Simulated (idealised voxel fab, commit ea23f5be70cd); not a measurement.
The following process module bears the name voxel capacitor over wiring.
Shown is cross-section cut, with a width of 225 nm and square cells of size 5 nm.
Cross-section layout: square cells on a grid; listed as bands, top to bottom; a band spans one or more cell rows. Basically the band line says how high the top is and how high the bottom is, in nm, and then what's in it from left to right, every material with its width in nm. Empty space shows up as "blank", and if a single material carries "everywhere" it runs the full band edge to edge. Convention: height 0 is the level below which the wafer, as received, is all one material. The lowest band does not terminate at the bottom but continues downward, represented as "0..down". Width "30..40": first value at the band's top row of cells, second value at its bottom row, equal change from row to row. When a step is marked "remained unchanged", none of the cells in the cross-section changed during that step. Fully sealed voids: empty space of 8 cells or more with no open way to the top, each as width x height at its distance from the left edge, in nm. What comes after the settings on a step's line is commentary from the simulator itself on that step. overlay nm: step with mask; distance mask lay right of planned place; negative value = left of planned place.

### The planned process steps are enumerated hereunder
step 1: RECEIVE (material Si)
step 2: CONFORMAL_DEP (material SiO2; thk nm 15)
step 3: DIRECTIONAL_DEP (material TiN; thk nm 5)
step 4: DIRECTIONAL_DEP (material W; thk nm 25)
step 5: MASKED_ETCH (tone cover; mask id METAL_1; width nm 30; pitch nm 95; etch materials W; depth nm 25; overlay nm 0)
step 6: MASKED_ETCH (tone cover; mask id METAL_1; width nm 30; pitch nm 95; etch materials TiN; depth nm 5; overlay nm 0)
step 7: CONFORMAL_DEP (material SiN; thk nm 5)
step 8: FILL_DEP (material SiO2; thk nm 10)
step 9: CMP (height nm 45)
step 10: CONFORMAL_DEP (material SiCN; thk nm 5)
step 11: DIRECTIONAL_DEP (material lowk; thk nm 20)
step 12: DIRECTIONAL_DEP (material aC; thk nm 15)
step 13: PATTERN (tone open; mask id PLUG_1; material resist; width nm 15; thk nm 30; overlay nm 0)
step 14: DIRECTIONAL_ETCH (etch materials aC; depth nm 15)
step 15: STRIP (etch materials resist)
step 16: DIRECTIONAL_ETCH (etch materials lowk; depth nm 20)
step 17: DIRECTIONAL_ETCH (etch materials SiCN; depth nm 5)
step 18: STRIP (etch materials aC)
step 19: EPI (material Ru; thk nm 10)
step 20: EPI (material Ru; thk nm 10)
step 21: EPI (material Ru; thk nm 5)
step 22: DIRECTIONAL_DEP (material TiN; thk nm 10)
step 23: DIRECTIONAL_DEP (material SiN; thk nm 5)
step 24: DIRECTIONAL_DEP (material TiN; thk nm 10)
step 25: DIRECTIONAL_DEP (material aC; thk nm 15)
step 26: PATTERN (tone cover; mask id UPPER_PLATE; material resist; width nm 70; thk nm 35; overlay nm 0)
step 27: DIRECTIONAL_ETCH (etch materials aC; depth nm 15)
step 28: STRIP (etch materials resist)
step 29: DIRECTIONAL_ETCH (etch materials TiN; depth nm 10)
step 30: DIRECTIONAL_ETCH (etch materials SiN; depth nm 5)
step 31: STRIP (etch materials aC)
step 32: DIRECTIONAL_DEP (material aC; thk nm 10)
step 33: PATTERN (tone cover; mask id LOWER_PLATE; material resist; width nm 80; thk nm 25; overlay nm 0)
step 34: DIRECTIONAL_ETCH (etch materials aC; depth nm 10)
step 35: STRIP (etch materials resist)
step 36: DIRECTIONAL_ETCH (etch materials TiN; depth nm 10)
step 37: STRIP (etch materials aC)
step 38: FILL_DEP (material SiO2; thk nm 20)
step 39: CMP (height nm 110)
step 40: DIRECTIONAL_DEP (material aC; thk nm 15)
step 41: PATTERN (tone open; mask id PLUG_2; material resist; width nm 15; thk nm 35; overlay nm 0)
step 42: DIRECTIONAL_ETCH (etch materials aC; depth nm 15)
step 43: STRIP (etch materials resist)
step 44: DIRECTIONAL_ETCH (etch materials SiO2; depth nm 15)
step 45: STRIP (etch materials aC)
step 46: CONFORMAL_DEP (material TiN; thk nm 5)
step 47: FILL_DEP (material Ru; thk nm 10)
step 48: CMP (height nm 110)
step 49: CONFORMAL_DEP (material SiCN; thk nm 5)

### Cross-section, incoming material, after step 1
0..down | Si everywhere
Fully sealed voids: none

### First of two wafers, end-of-module section, run followed plan
115..110 | SiCN everywhere
110..100 | SiO2=75 / TiN=5 / Ru=5 / TiN=5 / SiO2=135
100..95 | SiO2=75 / TiN=15 / SiO2=135
95..85 | SiO2=65 / TiN=70 / SiO2=90
85..80 | SiO2=65 / SiN=70 / SiO2=90
80..70 | SiO2=60 / TiN=80 / SiO2=85
70..50 | lowk=65 / Ru=15 / lowk=145
50..45 | SiCN=65 / Ru=15 / SiCN=145
45..20 | SiO2=45 / SiN=5 / W=30 / SiN=5 / SiO2=55 / SiN=5 / W=30 / SiN=5 / SiO2=45
20..15 | SiN=50 / TiN=30 / SiN=65 / TiN=30 / SiN=50
15..0 | SiO2 everywhere
0..down | Si everywhere
Fully sealed voids: none

### Cross-sectional image of the second wafer of the two following completion of the module. Starting state and process plan were the same as for the first wafer; one execution error occurred
115..110 | SiCN everywhere
110..100 | SiO2=75 / TiN=5 / Ru=5 / TiN=5 / SiO2=135
100..95 | SiO2=75 / TiN=15 / SiO2=135
95..90 | SiO2 everywhere
90..80 | SiO2=65 / TiN=70 / SiO2=90
80..70 | SiO2=60 / TiN=80 / SiO2=85
70..50 | lowk=65 / Ru=15 / lowk=145
50..45 | SiCN=65 / Ru=15 / SiCN=145
45..20 | SiO2=45 / SiN=5 / W=30 / SiN=5 / SiO2=55 / SiN=5 / W=30 / SiN=5 / SiO2=45
20..15 | SiN=50 / TiN=30 / SiN=65 / TiN=30 / SiN=50
15..0 | SiO2 everywhere
0..down | Si everywhere
Fully sealed voids: none
Finding, execution versus plan: step 23 of the plan was omitted and not executed
Cell-count delta at end, second wafer over first, by material: SiN: 14 fewer | SiO2: 14 more
